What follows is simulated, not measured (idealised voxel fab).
The following is a process module called voxel spacer lines.
Displayed cross-section: cut, width of 195 nm, square cells sized 5 nm.
In what follows, cross-sections appear as grids of square cells, described through bands that run from the top down, where every band is one or more rows of cells. What a band's entry tells you: where the top is and where the bottom is, as heights in nm, and after that what lies inside, material by material from left to right, each with its width in nm. Empty space is written as the word "air", and a single material marked with the word "edge to edge" occupies the band from edge to edge. Measure heights from 0. That's the level where, below it, the as-received wafer is all one material. The lowest band is bottomless and extends downward; write it as in "0 nm and below". Width spec "30->40" -> top row of cells at first value, bottom row at second value, equal per-row change in between. "left unchanged" -> step changed no cross-section cell. Closed empty spaces (no open way to the top) of 8 cells or more are what "Closed internal voids" lists, each as width x height at distance from the left edge, nm for all three. Formally, on a step line, whatever follows the settings is a remark that the simulator itself makes on the step. overlay nm: where the mask lay relative to plan, measured to the right, on steps with a mask; negatives go left.
The process steps that were planned are listed below:
step 1: RECEIVE [material Si]
step 2: CONFORMAL_DEP [material Al2O3] [thk nm 10]
step 3: DIRECTIONAL_DEP [material W] [thk nm 15]
step 4: DIRECTIONAL_DEP [material polySi] [thk nm 25]
step 5: PATTERN [tone cover] [mask id MANDREL] [material resist] [width nm 20] [pitch nm 60] [thk nm 30] [overlay nm 0]
step 6: DIRECTIONAL_ETCH [etch materials polySi] [depth nm 25]
step 7: STRIP [etch materials resist]
step 8: CONFORMAL_DEP [material SiO2] [thk nm 10]
step 9: DIRECTIONAL_ETCH [etch materials SiO2] [depth nm 10]
step 10: STRIP [etch materials polySi]
step 11: DIRECTIONAL_ETCH [etch materials W] [depth nm 15]
step 12: STRIP [etch materials SiO2]
Delivered wafer in cross-section: state after step 1:
  0 nm and below: Si edge to edge
  Closed internal voids: none
Module complete, cross-section. Starting point and plan per above. One mistake made in running the module:
  25 nm to 10 nm: air: 20 / W: 10 / air: 20 / W: 10 / air: 20 / W: 10 / air: 20 / W: 10 / air: 20 / W: 10 / air: 20 / W: 10 / air: 15
  10 nm to 0 nm: Al2O3 edge to edge
  0 nm and below: Si edge to edge
  Closed internal voids: none
Where did the run depart from the plan? step 5 was run on a setting that differed from the plan, and what really ran there is PATTERN [tone cover] [mask id MANDREL] [material resist] [width nm 20] [pitch nm 60] [thk nm 30] [overlay nm 5]
